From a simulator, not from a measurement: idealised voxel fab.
The process module presented herein is designated voxel ribs on slabs.
Section cut is 265 nm wide and gridded with 5 nm square cells.
Think of the cross-section as a grid of square cells. We describe it in bands, top to bottom, and each band covers one or more rows of those cells. It is stipulated that each band's entry specify, in nanometres, the height of the top of the band and then that of its bottom, followed by the materials of the band in left-to-right sequence, each together with its width in nanometres. A single material marked by the word "full width" is understood to fill the band from edge to edge; the word "air" is understood to denote empty space. Measure heights from 0. That's the level where, below it, the as-received wafer is all one material. The lowest band is bottomless and extends downward; write it as in "0 down". Width spec "30..40" -> top row of cells at first value, bottom row at second value, equal per-row change in between. Where the words "remained the same" appear for a step, the cross-section shows no cell changed by that step; every cell remained as before. Heads up: "Fully enclosed voids" only lists the empty pockets with no open path to the top that are 8 cells or more, and it writes them as width x height at distance, distance from the left edge, in nm. That trailing text on a step's line, after the settings, is the simulator's own remark on the step. The optional step-line setting "overlay nm" applies to steps with a mask and quantifies how far to the right of its planned location the mask lay, a negative value indicating leftward placement.

[Planned step list for the process]
| 1 | RECEIVE [material Si] |
| 2 | DIRECTIONAL_DEP [material SiO2] [thk nm 20] |
| 3 | DIRECTIONAL_DEP [material polySi] [thk nm 15] |
| 4 | PATTERN [tone cover] [mask id RIB] [material resist] [width nm 30] [thk nm 15] [overlay nm 0] |
| 5 | DIRECTIONAL_ETCH [etch materials polySi] [depth nm 5] |
| 6 | STRIP [etch materials resist] |
| 7 | PATTERN [tone cover] [mask id SLAB] [material resist] [width nm 80] [thk nm 20] [overlay nm -15] |
| 8 | DIRECTIONAL_ETCH [etch materials polySi] [depth nm 10] |
| 9 | STRIP [etch materials resist] |
| 10 | FILL_DEP [material SiO2] [thk nm 20] |
| 11 | CMP [height nm 50] |
| 12 | DIRECTIONAL_DEP [material TiN] [thk nm 5] |
| 13 | DIRECTIONAL_DEP [material aC] [thk nm 10] |
| 14 | PATTERN [tone cover] [mask id HEATER] [material resist] [width nm 40] [thk nm 25] [overlay nm 0] |
| 15 | DIRECTIONAL_ETCH [etch materials aC] [depth nm 10] |
| 16 | STRIP [etch materials resist] |
| 17 | DIRECTIONAL_ETCH [etch materials TiN] [depth nm 5] |
| 18 | STRIP [etch materials aC] |
| 19 | CONFORMAL_DEP [material SiN] [thk nm 5] |
varied across the wafers: overlay nm of step 7. The plan shows the first wafer's value. All wafers start alike

[First of several wafers, received after step 1, in cross-section]
0 down  Si full width
Fully enclosed voids: none

[The following table contains a row per wafer, in which are reported, at the conclusion of the module, the cells of each material gained (+) or lost (-) since the wafer's receipt, with its closed voids given thereafter]
overlay nm -15 | +55 SiN | +492 SiO2 | +8 TiN | +38 polySi | Fully enclosed voids: none
overlay nm -10 | +55 SiN | +492 SiO2 | +8 TiN | +38 polySi | Fully enclosed voids: none
overlay nm -5 | +55 SiN | +492 SiO2 | +8 TiN | +38 polySi | Fully enclosed voids: none
overlay nm 0 | +55 SiN | +492 SiO2 | +8 TiN | +38 polySi | Fully enclosed voids: none
overlay nm 5 | +55 SiN | +492 SiO2 | +8 TiN | +38 polySi | Fully enclosed voids: none
overlay nm 10 | +55 SiN | +492 SiO2 | +8 TiN | +38 polySi | Fully enclosed voids: none
overlay nm 15 | +55 SiN | +492 SiO2 | +8 TiN | +38 polySi | Fully enclosed voids: none
